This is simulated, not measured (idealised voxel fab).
process module | voxel transistor to metal
cross-section cut | 295 nm wide | cells 5 nm
A cross-section is a grid of square cells, given in bands from the top down. A band is one or more rows of cells.
Each band's line starts with the height of the band's top and of its bottom, in nm. Then come its materials from left to right, each with its width in nm. One material with "throughout" fills the band from edge to edge. "air" is empty space.
Height 0 is the level under which the wafer as received is all one material. The lowest band goes on downwards, as in "0 down".
A width such as "30 to 40" changes by the same amount from each row of cells to the next, from the band's top row to its bottom row.
"no change" after a step means that no cell of the cross-section changed.
closed voids: empty space of 8 cells or more with no open way to the top, each as width x height at its distance from the left edge, in nm
after a step's settings: what the simulator itself notes on the step
overlay nm, on a step with a mask: how far to the right of its planned place the mask lay; to the left if negative
Each pair below shows a cross-section before one step and the cross-section after it, down to the lowest band that changed. The line under each pair gives the step between them, with its settings. The pairs can come from different runs of this module on the same starting wafer, so a pair continues from the pair above only where its "before" says so.
before
  55 to 45: air 70 | aC 20 | air 110 | aC 20 | air 75
  45 to 40: air 30 | SiCN 100 | air 30 | SiCN 100 | air 35
  40 to 35: SiCN throughout
  35 to 30: SiCN 30 | polySi 100 | SiCN 30 | polySi 100 | SiCN 35
  30 to 5: polySi throughout
  5 to 0: polySi 30 | SiO2 100 | polySi 30 | SiO2 100 | polySi 35
  0 to -5: SiO2 35 | Si 90 | SiO2 40 | Si 90 | SiO2 40
  -5 to -30: SiO2 25 | Si 110 | SiO2 20 | Si 110 | SiO2 30
  -30 down: Si throughout
  closed voids: none
after
  55 to 45: air 70 | aC 20 | air 110 | aC 20 | air 75
  45 to 35: air 70 | SiCN 20 | air 110 | SiCN 20 | air 75
  35 to 30: air 30 | polySi 100 | air 30 | polySi 100 | air 35
  below 30: unchanged
  closed voids: none
the step between: op DIRECTIONAL_ETCH | etch materials SiCN | depth nm 20
before: the cross-section after the pair above
after
  55 to 45: air 70 | aC 20 | air 110 | aC 20 | air 75
  45 to 35: air 70 | SiCN 20 | air 110 | SiCN 20 | air 75
  35 to 5: air 70 | polySi 20 | air 110 | polySi 20 | air 75
  5 to 0: air 30 | SiO2 100 | air 30 | SiO2 100 | air 35
  below 0: unchanged
  closed voids: none
the step between: op DIRECTIONAL_ETCH | etch materials polySi | depth nm 40
before: the cross-section after the pair above
after
  45 to 35: air 70 | SiCN 20 | air 110 | SiCN 20 | air 75
  below 35: unchanged
  closed voids: none
the step between: op STRIP | etch materials aC
before: the cross-section after the pair above
after
  50 to 45: air 65 | SiO2 30 | air 100 | SiO2 30 | air 70
  45 to 35: air 65 | SiO2 5 | SiCN 20 | SiO2 5 | air 100 | SiO2 5 | SiCN 20 | SiO2 5 | air 70
  35 to 10: air 65 | SiO2 5 | polySi 20 | SiO2 5 | air 100 | SiO2 5 | polySi 20 | SiO2 5 | air 70
  10 to 5: air 25 | SiO2 45 | polySi 20 | SiO2 45 | air 20 | SiO2 45 | polySi 20 | SiO2 45 | air 30
  5 to 0: SiO2 throughout
  below 0: unchanged
  closed voids: none
the step between: op CONFORMAL_DEP | material SiO2 | thk nm 5
before: the cross-section after the pair above
after
  45 to 35: air 65 | SiO2 5 | SiCN 20 | SiO2 5 | air 100 | SiO2 5 | SiCN 20 | SiO2 5 | air 70
  35 to 5: air 65 | SiO2 5 | polySi 20 | SiO2 5 | air 100 | SiO2 5 | polySi 20 | SiO2 5 | air 70
  5 to 0: air 25 | SiO2 110 | air 20 | SiO2 110 | air 30
  below 0: unchanged
  closed voids: none
the step between: op DIRECTIONAL_ETCH | etch materials SiO2 | depth nm 5
before: the cross-section after the pair above
after
  50 to 45: air 60 | SiN 40 | air 90 | SiN 40 | air 65
  45 to 35: air 60 | SiN 5 | SiO2 5 | SiCN 20 | SiO2 5 | SiN 5 | air 90 | SiN 5 | SiO2 5 | SiCN 20 | SiO2 5 | SiN 5 | air 65
  35 to 10: air 60 | SiN 5 | SiO2 5 | polySi 20 | SiO2 5 | SiN 5 | air 90 | SiN 5 | SiO2 5 | polySi 20 | SiO2 5 | SiN 5 | air 65
  10 to 5: air 20 | SiN 45 | SiO2 5 | polySi 20 | SiO2 5 | SiN 45 | air 10 | SiN 45 | SiO2 5 | polySi 20 | SiO2 5 | SiN 45 | air 25
  5 to 0: SiN 25 | SiO2 110 | SiN 20 | SiO2 110 | SiN 30
  below 0: unchanged
  closed voids: none
the step between: op CONFORMAL_DEP | material SiN | thk nm 5
before: the cross-section after the pair above
after
  45 to 35: air 60 | SiN 5 | SiO2 5 | SiCN 20 | SiO2 5 | SiN 5 | air 90 | SiN 5 | SiO2 5 | SiCN 20 | SiO2 5 | SiN 5 | air 65
  35 to 5: air 60 | SiN 5 | SiO2 5 | polySi 20 | SiO2 5 | SiN 5 | air 90 | SiN 5 | SiO2 5 | polySi 20 | SiO2 5 | SiN 5 | air 65
  5 to 0: air 20 | SiN 5 | SiO2 110 | SiN 5 | air 10 | SiN 5 | SiO2 110 | SiN 5 | air 25
  below 0: unchanged
  closed voids: none
the step between: op DIRECTIONAL_ETCH | etch materials SiN | depth nm 5
before: the cross-section after the pair above
after
  45 to 40: air 60 | SiN 5 | air 5 | SiCN 20 | air 5 | SiN 5 | air 90 | SiN 5 | air 5 | SiCN 20 | air 5 | SiN 5 | air 65
  40 to 35: air 60 | SiN 5 | SiO2 5 | SiCN 20 | SiO2 5 | SiN 5 | air 90 | SiN 5 | SiO2 5 | SiCN 20 | SiO2 5 | SiN 5 | air 65
  35 to 5: air 60 | SiN 5 | SiO2 5 | polySi 20 | SiO2 5 | SiN 5 | air 90 | SiN 5 | SiO2 5 | polySi 20 | SiO2 5 | SiN 5 | air 65
  5 to 0: air 20 | SiN 5 | air 35 | SiO2 40 | air 35 | SiN 5 | air 10 | SiN 5 | air 35 | SiO2 40 | air 35 | SiN 5 | air 25
  0 to -5: air 20 | SiO2 15 | Si 90 | SiO2 15 | air 10 | SiO2 15 | Si 90 | SiO2 15 | air 25
  below -5: unchanged
  closed voids: none
the step between: op DIRECTIONAL_ETCH | etch materials SiO2 | depth nm 5
before: the cross-section after the pair above
after
  45 to 40: air 60 | SiN 5 | air 5 | SiCN 20 | air 5 | SiN 5 | air 90 | SiN 5 | air 5 | SiCN 20 | air 5 | SiN 5 | air 65
  40 to 35: air 60 | SiN 5 | SiO2 5 | SiCN 20 | SiO2 5 | SiN 5 | air 90 | SiN 5 | SiO2 5 | SiCN 20 | SiO2 5 | SiN 5 | air 65
  35 to 5: air 60 | SiN 5 | SiO2 5 | polySi 20 | SiO2 5 | SiN 5 | air 90 | SiN 5 | SiO2 5 | polySi 20 | SiO2 5 | SiN 5 | air 65
  5 to 0: air 20 | SiN 5 | air 5 | SiGe 30 | SiO2 40 | SiGe 30 | air 5 | SiN 5 | air 10 | SiN 5 | air 5 | SiGe 30 | SiO2 40 | SiGe 30 | air 5 | SiN 5 | air 25
  below 0: unchanged
  closed voids: none
the step between: op EPI | material SiGe | thk nm 5
before: the cross-section after the pair above
after
  50 to 45: SiO2 throughout
  45 to 35: SiO2 60 | SiN 5 | SiO2 5 | SiCN 20 | SiO2 5 | SiN 5 | SiO2 90 | SiN 5 | SiO2 5 | SiCN 20 | SiO2 5 | SiN 5 | SiO2 65
  35 to 5: SiO2 60 | SiN 5 | SiO2 5 | polySi 20 | SiO2 5 | SiN 5 | SiO2 90 | SiN 5 | SiO2 5 | polySi 20 | SiO2 5 | SiN 5 | SiO2 65
  5 to 0: SiO2 20 | SiN 5 | SiO2 5 | SiGe 30 | SiO2 40 | SiGe 30 | SiO2 5 | SiN 5 | SiO2 10 | SiN 5 | SiO2 5 | SiGe 30 | SiO2 40 | SiGe 30 | SiO2 5 | SiN 5 | SiO2 25
  0 to -5: SiO2 35 | Si 90 | SiO2 40 | Si 90 | SiO2 40
  below -5: unchanged
  closed voids: none
the step between: op FILL_DEP | material SiO2 | thk nm 5
before: the cross-section after the pair above
after
  40 to 35: SiO2 60 | SiN 5 | SiO2 5 | SiCN 20 | SiO2 5 | SiN 5 | SiO2 90 | SiN 5 | SiO2 5 | SiCN 20 | SiO2 5 | SiN 5 | SiO2 65
  below 35: unchanged
  closed voids: none
the step between: op CMP | height nm 40
before: the cross-section after the pair above
after
  55 to 40: SiO2 throughout
  below 40: unchanged
  closed voids: none
the step between: op DIRECTIONAL_DEP | material SiO2 | thk nm 15
before: the cross-section after the pair above
after
  65 to 55: aC throughout
  below 55: unchanged
  closed voids: none
the step between: op DIRECTIONAL_DEP | material aC | thk nm 10
before: the cross-section after the pair above
after
  95 to 65: resist 30 | air 20 | resist 60 | air 20 | resist 30 | air 20 | resist 60 | air 20 | resist 35
  below 65: unchanged
  closed voids: none
the step between: op PATTERN | tone open | mask id CONTACT | material resist | width nm 20 | thk nm 30 | overlay nm 0
before: the cross-section after the pair above
after
  85 to 65: resist 30 | air 20 | resist 60 | air 20 | resist 30 | air 20 | resist 60 | air 20 | resist 35
  65 to 55: aC 30 | air 20 | aC 60 | air 20 | aC 30 | air 20 | aC 60 | air 20 | aC 35
  below 55: unchanged
  closed voids: none
the step between: op DIRECTIONAL_ETCH | etch materials aC | depth nm 10
before: the cross-section after the pair above
after
  65 to 55: aC 30 | air 20 | aC 60 | air 20 | aC 30 | air 20 | aC 60 | air 20 | aC 35
  below 55: unchanged
  closed voids: none
the step between: op STRIP | etch materials resist
before: the cross-section after the pair above
after
  65 to 55: aC 30 | air 20 | aC 60 | air 20 | aC 30 | air 20 | aC 60 | air 20 | aC 35
  55 to 40: SiO2 30 | air 20 | SiO2 60 | air 20 | SiO2 30 | air 20 | SiO2 60 | air 20 | SiO2 35
  40 to 35: SiO2 30 | air 20 | SiO2 10 | SiN 5 | SiO2 5 | SiCN 20 | SiO2 5 | SiN 5 | SiO2 10 | air 20 | SiO2 30 | air 20 | SiO2 10 | SiN 5 | SiO2 5 | SiCN 20 | SiO2 5 | SiN 5 | SiO2 10 | air 20 | SiO2 35
  35 to 5: SiO2 30 | air 20 | SiO2 10 | SiN 5 | SiO2 5 | polySi 20 | SiO2 5 | SiN 5 | SiO2 10 | air 20 | SiO2 30 | air 20 | SiO2 10 | SiN 5 | SiO2 5 | polySi 20 | SiO2 5 | SiN 5 | SiO2 10 | air 20 | SiO2 35
  below 5: unchanged
  closed voids: none
the step between: op DIRECTIONAL_ETCH | etch materials SiO2 | depth nm 55
before: the cross-section after the pair above
after
  55 to 40: SiO2 30 | air 20 | SiO2 60 | air 20 | SiO2 30 | air 20 | SiO2 60 | air 20 | SiO2 35
  below 40: unchanged
  closed voids: none
the step between: op STRIP | etch materials aC
before: the cross-section after the pair above
after
  60 to 55: TiN 35 | air 10 | TiN 70 | air 10 | TiN 40 | air 10 | TiN 70 | air 10 | TiN 40
  55 to 40: SiO2 30 | TiN 5 | air 10 | TiN 5 | SiO2 60 | TiN 5 | air 10 | TiN 5 | SiO2 30 | TiN 5 | air 10 | TiN 5 | SiO2 60 | TiN 5 | air 10 | TiN 5 | SiO2 35
  40 to 35: SiO2 30 | TiN 5 | air 10 | TiN 5 | SiO2 10 | SiN 5 | SiO2 5 | SiCN 20 | SiO2 5 | SiN 5 | SiO2 10 | TiN 5 | air 10 | TiN 5 | SiO2 30 | TiN 5 | air 10 | TiN 5 | SiO2 10 | SiN 5 | SiO2 5 | SiCN 20 | SiO2 5 | SiN 5 | SiO2 10 | TiN 5 | air 10 | TiN 5 | SiO2 35
  35 to 10: SiO2 30 | TiN 5 | air 10 | TiN 5 | SiO2 10 | SiN 5 | SiO2 5 | polySi 20 | SiO2 5 | SiN 5 | SiO2 10 | TiN 5 | air 10 | TiN 5 | SiO2 30 | TiN 5 | air 10 | TiN 5 | SiO2 10 | SiN 5 | SiO2 5 | polySi 20 | SiO2 5 | SiN 5 | SiO2 10 | TiN 5 | air 10 | TiN 5 | SiO2 35
  10 to 5: SiO2 30 | TiN 20 | SiO2 10 | SiN 5 | SiO2 5 | polySi 20 | SiO2 5 | SiN 5 | SiO2 10 | TiN 20 | SiO2 30 | TiN 20 | SiO2 10 | SiN 5 | SiO2 5 | polySi 20 | SiO2 5 | SiN 5 | SiO2 10 | TiN 20 | SiO2 35
  below 5: unchanged
  closed voids: none
the step between: op CONFORMAL_DEP | material TiN | thk nm 5
before: the cross-section after the pair above
after
  65 to 60: Ru throughout
  60 to 55: TiN 35 | Ru 10 | TiN 70 | Ru 10 | TiN 40 | Ru 10 | TiN 70 | Ru 10 | TiN 40
  55 to 40: SiO2 30 | TiN 5 | Ru 10 | TiN 5 | SiO2 60 | TiN 5 | Ru 10 | TiN 5 | SiO2 30 | TiN 5 | Ru 10 | TiN 5 | SiO2 60 | TiN 5 | Ru 10 | TiN 5 | SiO2 35
  40 to 35: SiO2 30 | TiN 5 | Ru 10 | TiN 5 | SiO2 10 | SiN 5 | SiO2 5 | SiCN 20 | SiO2 5 | SiN 5 | SiO2 10 | TiN 5 | Ru 10 | TiN 5 | SiO2 30 | TiN 5 | Ru 10 | TiN 5 | SiO2 10 | SiN 5 | SiO2 5 | SiCN 20 | SiO2 5 | SiN 5 | SiO2 10 | TiN 5 | Ru 10 | TiN 5 | SiO2 35
  35 to 10: SiO2 30 | TiN 5 | Ru 10 | TiN 5 | SiO2 10 | SiN 5 | SiO2 5 | polySi 20 | SiO2 5 | SiN 5 | SiO2 10 | TiN 5 | Ru 10 | TiN 5 | SiO2 30 | TiN 5 | Ru 10 | TiN 5 | SiO2 10 | SiN 5 | SiO2 5 | polySi 20 | SiO2 5 | SiN 5 | SiO2 10 | TiN 5 | Ru 10 | TiN 5 | SiO2 35
  below 10: unchanged
  closed voids: none
the step between: op FILL_DEP | material Ru | thk nm 5
before: the cross-section after the pair above
after
  55 to 40: SiO2 30 | TiN 5 | Ru 10 | TiN 5 | SiO2 60 | TiN 5 | Ru 10 | TiN 5 | SiO2 30 | TiN 5 | Ru 10 | TiN 5 | SiO2 60 | TiN 5 | Ru 10 | TiN 5 | SiO2 35
  below 40: unchanged
  closed voids: none
the step between: op CMP | height nm 55
before: the cross-section after the pair above
after
  60 to 55: SiN throughout
  below 55: unchanged
  closed voids: none
the step between: op CONFORMAL_DEP | material SiN | thk nm 5
before: the cross-section after the pair above
after
  85 to 60: lowk throughout
  below 60: unchanged
  closed voids: none
the step between: op DIRECTIONAL_DEP | material lowk | thk nm 25
before: the cross-section after the pair above
after
  100 to 85: aC throughout
  below 85: unchanged
  closed voids: none
the step between: op DIRECTIONAL_DEP | material aC | thk nm 15
before: the cross-section after the pair above
after
  135 to 100: resist 30 | air 20 | resist 60 | air 20 | resist 30 | air 20 | resist 60 | air 20 | resist 35
  below 100: unchanged
  closed voids: none
the step between: op PATTERN | tone open | mask id METAL_1 | material resist | width nm 20 | thk nm 35 | overlay nm 0
before: the cross-section after the pair above
after
  120 to 100: resist 30 | air 20 | resist 60 | air 20 | resist 30 | air 20 | resist 60 | air 20 | resist 35
  100 to 85: aC 30 | air 20 | aC 60 | air 20 | aC 30 | air 20 | aC 60 | air 20 | aC 35
  below 85: unchanged
  closed voids: none
the step between: op DIRECTIONAL_ETCH | etch materials aC | depth nm 15
before: the cross-section after the pair above
after
  100 to 85: aC 30 | air 20 | aC 60 | air 20 | aC 30 | air 20 | aC 60 | air 20 | aC 35
  below 85: unchanged
  closed voids: none
the step between: op STRIP | etch materials resist
before: the cross-section after the pair above
after
  100 to 85: aC 30 | air 20 | aC 60 | air 20 | aC 30 | air 20 | aC 60 | air 20 | aC 35
  85 to 60: lowk 30 | air 20 | lowk 60 | air 20 | lowk 30 | air 20 | lowk 60 | air 20 | lowk 35
  below 60: unchanged
  closed voids: none
the step between: op DIRECTIONAL_ETCH | etch materials lowk | depth nm 25
before: the cross-section after the pair above
after
  100 to 85: aC 30 | air 20 | aC 60 | air 20 | aC 30 | air 20 | aC 60 | air 20 | aC 35
  85 to 60: lowk 30 | air 20 | lowk 60 | air 20 | lowk 30 | air 20 | lowk 60 | air 20 | lowk 35
  60 to 55: SiN 30 | air 20 | SiN 60 | air 20 | SiN 30 | air 20 | SiN 60 | air 20 | SiN 35
  below 55: unchanged
  closed voids: none
the step between: op DIRECTIONAL_ETCH | etch materials SiN | depth nm 5
before: the cross-section after the pair above
after
  85 to 60: lowk 30 | air 20 | lowk 60 | air 20 | lowk 30 | air 20 | lowk 60 | air 20 | lowk 35
  below 60: unchanged
  closed voids: none
the step between: op STRIP | etch materials aC
before: the cross-section after the pair above
after
  90 to 85: TiN 35 | air 10 | TiN 70 | air 10 | TiN 40 | air 10 | TiN 70 | air 10 | TiN 40
  85 to 60: lowk 30 | TiN 5 | air 10 | TiN 5 | lowk 60 | TiN 5 | air 10 | TiN 5 | lowk 30 | TiN 5 | air 10 | TiN 5 | lowk 60 | TiN 5 | air 10 | TiN 5 | lowk 35
  60 to 55: SiN 30 | TiN 20 | SiN 60 | TiN 20 | SiN 30 | TiN 20 | SiN 60 | TiN 20 | SiN 35
  below 55: unchanged
  closed voids: none
the step between: op CONFORMAL_DEP | material TiN | thk nm 5
before: the cross-section after the pair above
after
  100 to 90: W throughout
  90 to 85: TiN 35 | W 10 | TiN 70 | W 10 | TiN 40 | W 10 | TiN 70 | W 10 | TiN 40
  85 to 60: lowk 30 | TiN 5 | W 10 | TiN 5 | lowk 60 | TiN 5 | W 10 | TiN 5 | lowk 30 | TiN 5 | W 10 | TiN 5 | lowk 60 | TiN 5 | W 10 | TiN 5 | lowk 35
  below 60: unchanged
  closed voids: none
the step between: op FILL_DEP | material W | thk nm 10
before: the cross-section after the pair above
after
  85 to 60: lowk 30 | TiN 5 | W 10 | TiN 5 | lowk 60 | TiN 5 | W 10 | TiN 5 | lowk 30 | TiN 5 | W 10 | TiN 5 | lowk 60 | TiN 5 | W 10 | TiN 5 | lowk 35
  below 60: unchanged
  closed voids: none
the step between: op CMP | height nm 85
before: the cross-section after the pair above
after
  90 to 85: air 25 | Ru 30 | air 50 | Ru 30 | air 20 | Ru 30 | air 50 | Ru 30 | air 30
  below 85: unchanged
  closed voids: none
the step between: op EPI | material Ru | thk nm 5
before: the cross-section after the pair above
after
  95 to 90: SiCN throughout
  90 to 85: SiCN 25 | Ru 30 | SiCN 50 | Ru 30 | SiCN 20 | Ru 30 | SiCN 50 | Ru 30 | SiCN 30
  below 85: unchanged
  closed voids: none
the step between: op FILL_DEP | material SiCN | thk nm 5
before: the cross-section after the pair above
after
  120 to 95: SiO2 throughout
  below 95: unchanged
  closed voids: none
the step between: op DIRECTIONAL_DEP | material SiO2 | thk nm 25
before: the cross-section after the pair above
after
  130 to 120: aC throughout
  below 120: unchanged
  closed voids: none
the step between: op DIRECTIONAL_DEP | material aC | thk nm 10
before: the cross-section after the pair above
after
  155 to 130: resist 30 | air 20 | resist 110 | air 20 | resist 115
  below 130: unchanged
  closed voids: none
the step between: op PATTERN | tone open | mask id METAL_2 | material resist | width nm 20 | pitch nm 130 | thk nm 25 | overlay nm 0
before: the cross-section after the pair above
after
  145 to 130: resist 30 | air 20 | resist 110 | air 20 | resist 115
  130 to 120: aC 30 | air 20 | aC 110 | air 20 | aC 115
  below 120: unchanged
  closed voids: none
the step between: op DIRECTIONAL_ETCH | etch materials aC | depth nm 10
before: the cross-section after the pair above
after
  130 to 120: aC 30 | air 20 | aC 110 | air 20 | aC 115
  below 120: unchanged
  closed voids: none
the step between: op STRIP | etch materials resist
before: the cross-section after the pair above
after
  130 to 120: aC 30 | air 20 | aC 110 | air 20 | aC 115
  120 to 105: SiO2 30 | air 20 | SiO2 110 | air 20 | SiO2 115
  below 105: unchanged
  closed voids: none
the step between: op DIRECTIONAL_ETCH | etch materials SiO2 | depth nm 15
before: the cross-section after the pair above
after
  120 to 105: SiO2 30 | air 20 | SiO2 110 | air 20 | SiO2 115
  below 105: unchanged
  closed voids: none
the step between: op STRIP | etch materials aC
before: the cross-section after the pair above
after
  130 to 120: aC 30 | air 20 | aC 110 | air 20 | aC 115
  120 to 115: SiO2 30 | air 20 | SiO2 110 | air 20 | SiO2 115
  115 to 105: SiO2 30 | aC 20 | SiO2 110 | aC 20 | SiO2 115
  below 105: unchanged
  closed voids: none
the step between: op DIRECTIONAL_DEP | material aC | thk nm 10
before: the cross-section after the pair above
after
  155 to 130: resist 30 | air 15 | resist 115 | air 15 | resist 120
  130 to 120: aC 30 | air 15 | resist 5 | aC 110 | air 15 | resist 5 | aC 115
  120 to 115: SiO2 30 | air 15 | resist 5 | SiO2 110 | air 15 | resist 5 | SiO2 115
  below 115: unchanged
  closed voids: none
the step between: op PATTERN | tone open | mask id METAL_2_HOLES | material resist | width nm 15 | pitch nm 130 | thk nm 25 | overlay nm 0
before: the cross-section after the pair above
after
  145 to 130: resist 30 | air 15 | resist 115 | air 15 | resist 120
  130 to 120: aC 30 | air 15 | resist 5 | aC 110 | air 15 | resist 5 | aC 115
  120 to 115: SiO2 30 | air 15 | resist 5 | SiO2 110 | air 15 | resist 5 | SiO2 115
  115 to 105: SiO2 30 | air 15 | aC 5 | SiO2 110 | air 15 | aC 5 | SiO2 115
  below 105: unchanged
  closed voids: none
the step between: op DIRECTIONAL_ETCH | etch materials aC | depth nm 10
before: the cross-section after the pair above
after
  130 to 120: aC 30 | air 20 | aC 110 | air 20 | aC 115
  120 to 115: SiO2 30 | air 20 | SiO2 110 | air 20 | SiO2 115
  below 115: unchanged
  closed voids: none
the step between: op STRIP | etch materials resist
before: the cross-section after the pair above
after
  130 to 120: aC 30 | air 20 | aC 110 | air 20 | aC 115
  120 to 115: SiO2 30 | air 20 | SiO2 110 | air 20 | SiO2 115
  115 to 105: SiO2 30 | air 15 | aC 5 | SiO2 110 | air 15 | aC 5 | SiO2 115
  105 to 95: SiO2 30 | air 15 | SiO2 115 | air 15 | SiO2 120
  below 95: unchanged
  closed voids: none
the step between: op DIRECTIONAL_ETCH | etch materials SiO2 | depth nm 10
before: the cross-section after the pair above
after
  130 to 120: aC 30 | air 20 | aC 110 | air 20 | aC 115
  120 to 115: SiO2 30 | air 20 | SiO2 110 | air 20 | SiO2 115
  115 to 105: SiO2 30 | air 15 | aC 5 | SiO2 110 | air 15 | aC 5 | SiO2 115
  105 to 95: SiO2 30 | air 15 | SiO2 115 | air 15 | SiO2 120
  95 to 90: SiCN 30 | air 15 | SiCN 115 | air 15 | SiCN 120
  below 90: unchanged
  closed voids: none
the step between: op DIRECTIONAL_ETCH | etch materials SiCN | depth nm 5
before: the cross-section after the pair above
after
  120 to 105: SiO2 30 | air 20 | SiO2 110 | air 20 | SiO2 115
  below 105: unchanged
  closed voids: none
the step between: op STRIP | etch materials aC
before: the cross-section after the pair above
after
  125 to 120: TiN 35 | air 10 | TiN 120 | air 10 | TiN 120
  120 to 110: SiO2 30 | TiN 5 | air 10 | TiN 5 | SiO2 110 | TiN 5 | air 10 | TiN 5 | SiO2 115
  110 to 105: SiO2 30 | TiN 5 | air 5 | TiN 10 | SiO2 110 | TiN 5 | air 5 | TiN 10 | SiO2 115
  105 to 95: SiO2 30 | TiN 5 | air 5 | TiN 5 | SiO2 115 | TiN 5 | air 5 | TiN 5 | SiO2 120
  95 to 90: SiCN 30 | TiN 15 | SiCN 115 | TiN 15 | SiCN 120
  below 90: unchanged
  closed voids: none
the step between: op CONFORMAL_DEP | material TiN | thk nm 5
before: the cross-section after the pair above
after
  135 to 125: Cu throughout
  125 to 120: TiN 35 | Cu 10 | TiN 120 | Cu 10 | TiN 120
  120 to 110: SiO2 30 | TiN 5 | Cu 10 | TiN 5 | SiO2 110 | TiN 5 | Cu 10 | TiN 5 | SiO2 115
  110 to 105: SiO2 30 | TiN 5 | Cu 5 | TiN 10 | SiO2 110 | TiN 5 | Cu 5 | TiN 10 | SiO2 115
  105 to 95: SiO2 30 | TiN 5 | Cu 5 | TiN 5 | SiO2 115 | TiN 5 | Cu 5 | TiN 5 | SiO2 120
  below 95: unchanged
  closed voids: none
the step between: op FILL_DEP | material Cu | thk nm 10
before: the cross-section after the pair above
after
  120 to 110: SiO2 30 | TiN 5 | Cu 10 | TiN 5 | SiO2 110 | TiN 5 | Cu 10 | TiN 5 | SiO2 115
  below 110: unchanged
  closed voids: none
the step between: op CMP | height nm 120
before: the cross-section after the pair above
after
  125 to 120: SiCN throughout
  below 120: unchanged
  closed voids: none
the step between: op CONFORMAL_DEP | material SiCN | thk nm 5
before
  40 to 35: air 60 | SiN 5 | air 5 | SiCN 20 | air 5 | SiN 5 | air 90 | SiN 5 | air 5 | SiCN 20 | air 5 | SiN 5 | air 65
  35 to 30: air 60 | SiN 5 | SiO2 5 | SiCN 20 | SiO2 5 | SiN 5 | air 90 | SiN 5 | SiO2 5 | SiCN 20 | SiO2 5 | SiN 5 | air 65
  30 to 0: air 60 | SiN 5 | SiO2 5 | polySi 20 | SiO2 5 | SiN 5 | air 90 | SiN 5 | SiO2 5 | polySi 20 | SiO2 5 | SiN 5 | air 65
  0 to -5: air 60 | SiO2 40 | air 90 | SiO2 40 | air 65
  -5 to -30: SiO2 25 | Si 110 | SiO2 20 | Si 110 | SiO2 30
  -30 down: Si throughout
  closed voids: none
after
  40 to 35: air 60 | SiN 5 | air 5 | SiCN 20 | air 5 | SiN 5 | air 90 | SiN 5 | air 5 | SiCN 20 | air 5 | SiN 5 | air 65
  35 to 30: air 60 | SiN 5 | SiO2 5 | SiCN 20 | SiO2 5 | SiN 5 | air 90 | SiN 5 | SiO2 5 | SiCN 20 | SiO2 5 | SiN 5 | air 65
  30 to 10: air 60 | SiN 5 | SiO2 5 | polySi 20 | SiO2 5 | SiN 5 | air 90 | SiN 5 | SiO2 5 | polySi 20 | SiO2 5 | SiN 5 | air 65
  10 to 0: air 10 | SiGe 50 | SiN 5 | SiO2 5 | polySi 20 | SiO2 5 | SiN 5 | SiGe 90 | SiN 5 | SiO2 5 | polySi 20 | SiO2 5 | SiN 5 | SiGe 50 | air 15
  0 to -5: air 10 | SiGe 50 | SiO2 40 | SiGe 90 | SiO2 40 | SiGe 50 | air 15
  below -5: unchanged
  closed voids: none
the step between: op EPI | material SiGe | thk nm 15
before: the cross-section after the pair above
after
  45 to 40: SiO2 throughout
  40 to 30: SiO2 60 | SiN 5 | SiO2 5 | SiCN 20 | SiO2 5 | SiN 5 | SiO2 90 | SiN 5 | SiO2 5 | SiCN 20 | SiO2 5 | SiN 5 | SiO2 65
  30 to 10: SiO2 60 | SiN 5 | SiO2 5 | polySi 20 | SiO2 5 | SiN 5 | SiO2 90 | SiN 5 | SiO2 5 | polySi 20 | SiO2 5 | SiN 5 | SiO2 65
  10 to 0: SiO2 10 | SiGe 50 | SiN 5 | SiO2 5 | polySi 20 | SiO2 5 | SiN 5 | SiGe 90 | SiN 5 | SiO2 5 | polySi 20 | SiO2 5 | SiN 5 | SiGe 50 | SiO2 15
  0 to -5: SiO2 10 | SiGe 50 | SiO2 40 | SiGe 90 | SiO2 40 | SiGe 50 | SiO2 15
  below -5: unchanged
  closed voids: none
the step between: op FILL_DEP | material SiO2 | thk nm 5
before: the cross-section after the pair above
after
  40 to 30: SiO2 60 | SiN 5 | SiO2 5 | SiCN 20 | SiO2 5 | SiN 5 | SiO2 90 | SiN 5 | SiO2 5 | SiCN 20 | SiO2 5 | SiN 5 | SiO2 65
  below 30: unchanged
  closed voids: none
the step between: op CMP | height nm 40
before: the cross-section after the pair above
after
  55 to 40: SiO2 throughout
  below 40: unchanged
  closed voids: none
the step between: op DIRECTIONAL_DEP | material SiO2 | thk nm 15
before: the cross-section after the pair above
after
  65 to 55: aC throughout
  below 55: unchanged
  closed voids: none
the step between: op DIRECTIONAL_DEP | material aC | thk nm 10
before: the cross-section after the pair above
after
  95 to 65: resist 30 | air 20 | resist 60 | air 20 | resist 30 | air 20 | resist 60 | air 20 | resist 35
  below 65: unchanged
  closed voids: none
the step between: op PATTERN | tone open | mask id CONTACT | material resist | width nm 20 | thk nm 30 | overlay nm 0
before: the cross-section after the pair above
after
  85 to 65: resist 30 | air 20 | resist 60 | air 20 | resist 30 | air 20 | resist 60 | air 20 | resist 35
  65 to 55: aC 30 | air 20 | aC 60 | air 20 | aC 30 | air 20 | aC 60 | air 20 | aC 35
  below 55: unchanged
  closed voids: none
the step between: op DIRECTIONAL_ETCH | etch materials aC | depth nm 10
before: the cross-section after the pair above
after
  65 to 55: aC 30 | air 20 | aC 60 | air 20 | aC 30 | air 20 | aC 60 | air 20 | aC 35
  below 55: unchanged
  closed voids: none
the step between: op STRIP | etch materials resist
before: the cross-section after the pair above
after
  65 to 55: aC 30 | air 20 | aC 60 | air 20 | aC 30 | air 20 | aC 60 | air 20 | aC 35
  55 to 40: SiO2 30 | air 20 | SiO2 60 | air 20 | SiO2 30 | air 20 | SiO2 60 | air 20 | SiO2 35
  40 to 30: SiO2 30 | air 20 | SiO2 10 | SiN 5 | SiO2 5 | SiCN 20 | SiO2 5 | SiN 5 | SiO2 10 | air 20 | SiO2 30 | air 20 | SiO2 10 | SiN 5 | SiO2 5 | SiCN 20 | SiO2 5 | SiN 5 | SiO2 10 | air 20 | SiO2 35
  30 to 10: SiO2 30 | air 20 | SiO2 10 | SiN 5 | SiO2 5 | polySi 20 | SiO2 5 | SiN 5 | SiO2 10 | air 20 | SiO2 30 | air 20 | SiO2 10 | SiN 5 | SiO2 5 | polySi 20 | SiO2 5 | SiN 5 | SiO2 10 | air 20 | SiO2 35
  below 10: unchanged
  closed voids: none
the step between: op DIRECTIONAL_ETCH | etch materials SiO2 | depth nm 55
before: the cross-section after the pair above
after
  55 to 40: SiO2 30 | air 20 | SiO2 60 | air 20 | SiO2 30 | air 20 | SiO2 60 | air 20 | SiO2 35
  below 40: unchanged
  closed voids: none
the step between: op STRIP | etch materials aC
